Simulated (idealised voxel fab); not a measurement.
process module | voxel tone inversion
cross-section cut | 175 nm wide | cells 5 nm
A cross-section is a grid of square cells, given in bands from the top down. A band is one or more rows of cells.
Each band's line starts with the height of the band's top and of its bottom, in nm. Then come its materials from left to right, each with its width in nm. One material with "throughout" fills the band from edge to edge. "air" is empty space.
Height 0 is the level under which the wafer as received is all one material. The lowest band goes on downwards, as in "0 down".
A width such as "30 to 40" changes by the same amount from each row of cells to the next, from the band's top row to its bottom row.
"no change" after a step means that no cell of the cross-section changed.
closed voids: empty space of 8 cells or more with no open way to the top, each as width x height at its distance from the left edge, in nm
after a step's settings: what the simulator itself notes on the step
overlay nm, on a step with a mask: how far to the right of its planned place the mask lay; to the left if negative
plan
1 op RECEIVE | material Si
2 op CONFORMAL_DEP | material SiCN | thk nm 10
3 op DIRECTIONAL_DEP | material polySi | thk nm 25
4 op PATTERN | tone cover | mask id POSTS | material resist | width nm 25 | pitch nm 50 | thk nm 35 | overlay nm 0
5 op DIRECTIONAL_ETCH | etch materials polySi | depth nm 25
6 op STRIP | etch materials resist
7 op FILL_DEP | material SiO2 | thk nm 10
8 op CMP | height nm 35
9 op STRIP | etch materials polySi
10 op CONFORMAL_DEP | material TiN | thk nm 5
11 op FILL_DEP | material Cu | thk nm 10
12 op CMP | height nm 35
13 op CONFORMAL_DEP | material SiCN | thk nm 5
first wafer, as planned
as received, after step 1
  0 down: Si throughout
  closed voids: none
after step 2
  10 to 0: SiCN throughout
  below 0: unchanged
after step 3
  35 to 10: polySi throughout
  below 10: unchanged
after step 4
  70 to 35: air 25 | resist 25 | air 25 | resist 25 | air 25 | resist 25 | air 25
  below 35: unchanged
after step 5
  70 to 35: air 25 | resist 25 | air 25 | resist 25 | air 25 | resist 25 | air 25
  35 to 10: air 25 | polySi 25 | air 25 | polySi 25 | air 25 | polySi 25 | air 25
  below 10: unchanged
after step 6
  35 to 10: air 25 | polySi 25 | air 25 | polySi 25 | air 25 | polySi 25 | air 25
  below 10: unchanged
after step 7
  45 to 35: SiO2 throughout
  35 to 10: SiO2 25 | polySi 25 | SiO2 25 | polySi 25 | SiO2 25 | polySi 25 | SiO2 25
  below 10: unchanged
after step 8
  35 to 10: SiO2 25 | polySi 25 | SiO2 25 | polySi 25 | SiO2 25 | polySi 25 | SiO2 25
  below 10: unchanged
after step 9
  35 to 10: SiO2 25 | air 25 | SiO2 25 | air 25 | SiO2 25 | air 25 | SiO2 25
  below 10: unchanged
after step 10
  40 to 35: TiN 30 | air 15 | TiN 35 | air 15 | TiN 35 | air 15 | TiN 30
  35 to 15: SiO2 25 | TiN 5 | air 15 | TiN 5 | SiO2 25 | TiN 5 | air 15 | TiN 5 | SiO2 25 | TiN 5 | air 15 | TiN 5 | SiO2 25
  15 to 10: SiO2 25 | TiN 25 | SiO2 25 | TiN 25 | SiO2 25 | TiN 25 | SiO2 25
  below 10: unchanged
after step 11
  50 to 40: Cu throughout
  40 to 35: TiN 30 | Cu 15 | TiN 35 | Cu 15 | TiN 35 | Cu 15 | TiN 30
  35 to 15: SiO2 25 | TiN 5 | Cu 15 | TiN 5 | SiO2 25 | TiN 5 | Cu 15 | TiN 5 | SiO2 25 | TiN 5 | Cu 15 | TiN 5 | SiO2 25
  below 15: unchanged
after step 12
  35 to 15: SiO2 25 | TiN 5 | Cu 15 | TiN 5 | SiO2 25 | TiN 5 | Cu 15 | TiN 5 | SiO2 25 | TiN 5 | Cu 15 | TiN 5 | SiO2 25
  below 15: unchanged
after step 13
  40 to 35: SiCN throughout
  below 35: unchanged
second wafer: like start, like plan, one mistake. Through step 7 it matches the first wafer
when step 8 should have ended
  35 to 10: SiO2 25 | polySi 25 | SiO2 25 | polySi 25 | SiO2 25 | polySi 25 | SiO2 25
  below 10: unchanged
when step 9 should have ended
  35 to 10: SiO2 25 | air 25 | SiO2 25 | air 25 | SiO2 25 | air 25 | SiO2 25
  below 10: unchanged
when step 10 should have ended
  40 to 35: TiN 30 | air 15 | TiN 35 | air 15 | TiN 35 | air 15 | TiN 30
  35 to 15: SiO2 25 | TiN 5 | air 15 | TiN 5 | SiO2 25 | TiN 5 | air 15 | TiN 5 | SiO2 25 | TiN 5 | air 15 | TiN 5 | SiO2 25
  15 to 10: SiO2 25 | TiN 25 | SiO2 25 | TiN 25 | SiO2 25 | TiN 25 | SiO2 25
  below 10: unchanged
when step 11 should have ended
  50 to 40: Cu throughout
  40 to 35: TiN 30 | Cu 15 | TiN 35 | Cu 15 | TiN 35 | Cu 15 | TiN 30
  35 to 15: SiO2 25 | TiN 5 | Cu 15 | TiN 5 | SiO2 25 | TiN 5 | Cu 15 | TiN 5 | SiO2 25 | TiN 5 | Cu 15 | TiN 5 | SiO2 25
  below 15: unchanged
when step 12 should have ended
  35 to 15: SiO2 25 | TiN 5 | Cu 15 | TiN 5 | SiO2 25 | TiN 5 | Cu 15 | TiN 5 | SiO2 25 | TiN 5 | Cu 15 | TiN 5 | SiO2 25
  below 15: unchanged
when step 13 should have ended
  40 to 35: SiCN throughout
  below 35: unchanged
what went wrong: step 8 was run twice
at the end the two cross-sections are the same: no effect in what this model computes
